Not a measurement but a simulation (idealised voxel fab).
This is a process module. Its name is voxel transistor to metal.
Each square cell in cross-section cut measures 5 nm, and the section as a whole is 185 nm wide.
If you're reading a cross-section in this doc, picture square cells in a grid; it comes to you as bands, top ones listed first down to the bottom, and a band can be one or more rows of cells.
Read a band's entry like this: the first values are the height of its top and the height of its bottom in nm, and what follows is the sequence of materials from left to right, each with its width in nm. Note that "blank" is empty space, and that a single material marked "edge to edge" reaches across the band from edge to edge.
Height 0 is the level under which the wafer as received is all one material. The lowest band goes on downwards, as in "0 nm and below".
A width given as "30->40" starts at the first number in the band's top row and ends at the second number in its bottom row, shifting by an equal amount at every step from row to row.
When a step is marked "remained unchanged", none of the cells in the cross-section changed during that step.
"Fully enclosed voids": sealed empty spaces, 8 cells or more, no open way to top, listed width x height at distance, with distance from the left edge and width, height and distance in nm.
On a step's line, text after the settings is the simulator commenting on that step.
The optional step-line setting "overlay nm" applies to steps with a mask and quantifies how far to the right of its planned location the mask lay, a negative value indicating leftward placement.

THE STEPS PLANNED FOR THE PROCESS ARE AS FOLLOWS
| 1 | RECEIVE with material Si |
| 2 | CONFORMAL_DEP with material SiO2, thk nm 5 |
| 3 | CONFORMAL_DEP with material SiN, thk nm 10 |
| 4 | DIRECTIONAL_DEP with material aC, thk nm 10 |
| 5 | PATTERN with tone cover, mask id ACTIVE, material resist, width nm 125, thk nm 30, overlay nm 0 |
| 6 | DIRECTIONAL_ETCH with etch materials aC, depth nm 10 |
| 7 | STRIP with etch materials resist |
| 8 | DIRECTIONAL_ETCH with etch materials SiN, depth nm 10 |
| 9 | DIRECTIONAL_ETCH with etch materials SiO2, depth nm 5 |
| 10 | DIRECTIONAL_ETCH with etch materials Si, depth nm 20 |
| 11 | STRIP with etch materials aC |
| 12 | FILL_DEP with material SiO2, thk nm 10 |
| 13 | CMP with height nm 15 |
| 14 | SELECTIVE_ETCH with etch materials SiO2, depth nm 5 |
| 15 | STRIP with etch materials SiN |
| 16 | SELECTIVE_ETCH with etch materials SiO2, depth nm 5 |
| 17 | OXIDIZE with depth nm 5 |
| 18 | DIRECTIONAL_DEP with material polySi, thk nm 30 |
| 19 | DIRECTIONAL_DEP with material SiCN, thk nm 10 |
| 20 | MASKED_ETCH with tone cover, mask id GATE, width nm 35, etch materials SiCN, depth nm 20, overlay nm 0 |
| 21 | MASKED_ETCH with tone cover, mask id GATE, width nm 35, etch materials polySi, depth nm 40, overlay nm 0 |
| 22 | CONFORMAL_DEP with material SiN, thk nm 10 |
| 23 | DIRECTIONAL_ETCH with etch materials SiN, depth nm 10 |
| 24 | DIRECTIONAL_ETCH with etch materials SiO2, depth nm 5 |
| 25 | DIRECTIONAL_ETCH with etch materials Si, depth nm 5 |
| 26 | EPI with material SiGe, thk nm 5 |
| 27 | FILL_DEP with material SiO2, thk nm 5 |
| 28 | CMP with height nm 30 |
| 29 | STRIP with etch materials polySi |
| 30 | SELECTIVE_ETCH with etch materials SiO2, depth nm 5 |
| 31 | CONFORMAL_DEP with material HfO2, thk nm 5 |
| 32 | CONFORMAL_DEP with material TiN, thk nm 5 |
| 33 | FILL_DEP with material W, thk nm 5 |
| 34 | CMP with height nm 25 |
| 35 | DIRECTIONAL_DEP with material SiO2, thk nm 15 |
| 36 | MASKED_ETCH with tone open, mask id CONTACT, width nm 20, pitch nm 95, etch materials SiO2, depth nm 45, overlay nm 0 |
| 37 | CONFORMAL_DEP with material TiN, thk nm 5 |
| 38 | FILL_DEP with material Ru, thk nm 5 |
| 39 | CMP with height nm 40 |
| 40 | CONFORMAL_DEP with material SiN, thk nm 5 |
| 41 | DIRECTIONAL_DEP with material SiO2, thk nm 15 |
| 42 | PATTERN with tone open, mask id METAL_1, material resist, width nm 20, pitch nm 95, thk nm 15, overlay nm 0 |
| 43 | DIRECTIONAL_ETCH with etch materials SiO2, depth nm 15 |
| 44 | DIRECTIONAL_ETCH with etch materials SiN, depth nm 5 |
| 45 | STRIP with etch materials resist |
| 46 | CONFORMAL_DEP with material TiN, thk nm 5 |
| 47 | FILL_DEP with material Cu, thk nm 10 |
| 48 | CMP with height nm 60 |
| 49 | CONFORMAL_DEP with material SiN, thk nm 5 |

AS-RECEIVED STATE OF THE WAFER IN CROSS-SECTION, EQUIVALENT TO POST-STEP 1
  0 nm and below | Si edge to edge
  Fully enclosed voids: none

FIRST OF TWO WAFERS, END-OF-MODULE SECTION, RUN FOLLOWED PLAN
  65 nm to 60 nm | SiN edge to edge
  60 nm to 45 nm | SiO2 35  TiN 5  Cu 10  TiN 5  SiO2 75  TiN 5  Cu 10  TiN 5  SiO2 35
  45 nm to 40 nm | SiN 35  TiN 20  SiN 75  TiN 20  SiN 35
  40 nm to 25 nm | SiO2 35  TiN 5  Ru 10  TiN 5  SiO2 75  TiN 5  Ru 10  TiN 5  SiO2 35
  25 nm to 5 nm | SiO2 35  TiN 5  Ru 10  TiN 5  SiO2 10  SiN 10  HfO2 5  TiN 5  W 15  TiN 5  HfO2 5  SiN 10  SiO2 10  TiN 5  Ru 10  TiN 5  SiO2 35
  5 nm to 0 nm | SiO2 25  SiN 10  TiN 10  Ru 5  TiN 5  SiO2 10  SiN 10  HfO2 5  TiN 25  HfO2 5  SiN 10  SiO2 10  TiN 5  Ru 5  TiN 10  SiN 10  SiO2 25
  0 nm to -5 nm | SiO2 35  SiGe 5  TiN 15  SiO2 5  SiGe 5  SiO2 5  HfO2 45  SiO2 5  SiGe 5  SiO2 5  TiN 15  SiGe 5  SiO2 35
  -5 nm to -10 nm | SiO2 30  Si 5  SiGe 30  Si 55  SiGe 30  Si 5  SiO2 30
  -10 nm to -20 nm | SiO2 30  Si 125  SiO2 30
  -20 nm and below | Si edge to edge
  Fully enclosed voids: none

NOW THE SECOND WAFER, CROSS-SECTIONED AT THE END OF THE MODULE. NOTHING DIFFERENT AT THE START, NOTHING DIFFERENT IN THE PLAN COMPARED WITH THE FIRST, JUST ONE MISTAKE WHEN IT WAS ACTUALLY RUN
  65 nm to 60 nm | SiN edge to edge
  60 nm to 45 nm | SiO2 35  TiN 5  Cu 10  TiN 5  SiO2 75  TiN 5  Cu 10  TiN 5  SiO2 35
  45 nm to 40 nm | SiN 35  TiN 20  SiN 75  TiN 20  SiN 35
  40 nm to 25 nm | SiO2 35  TiN 5  Ru 10  TiN 5  SiO2 75  TiN 5  Ru 10  TiN 5  SiO2 35
  25 nm to 10 nm | SiO2 35  TiN 5  Ru 10  TiN 5  SiO2 10  SiN 10  HfO2 5  TiN 5  W 15  TiN 5  HfO2 5  SiN 10  SiO2 10  TiN 5  Ru 10  TiN 5  SiO2 35
  10 nm to 5 nm | SiO2 35  TiN 5  Ru 10  TiN 5  SiO2 10  SiN 10  HfO2 5  TiN 5  W 15  TiN 5  HfO2 5  SiN 10  SiO2 10  TiN 5  Ru 5  TiN 10  SiO2 35
  5 nm to 0 nm | SiO2 20  SiN 10  SiO2 5  TiN 5  Ru 10  TiN 5  SiO2 10  SiN 10  HfO2 5  TiN 25  HfO2 5  SiN 10  SiO2 10  TiN 15  SiN 10  SiO2 30
  0 nm to -5 nm | SiO2 30  SiGe 5  TiN 20  SiO2 5  SiGe 5  SiO2 5  HfO2 45  SiO2 5  SiGe 5  SiO2 5  TiN 10  SiGe 5  SiO2 40
  -5 nm to -10 nm | SiO2 25  Si 5  SiGe 35  Si 55  SiGe 25  Si 5  SiO2 35
  -10 nm to -20 nm | SiO2 25  Si 125  SiO2 35
  -20 nm and below | Si edge to edge
  Fully enclosed voids: none
what went wrong: step 5 ran as: PATTERN with tone cover, mask id ACTIVE, material resist, width nm 125, thk nm 30, overlay nm -5
Final cells, second wafer relative to first, materials higher or lower: -1 Ru; +1 SiO2
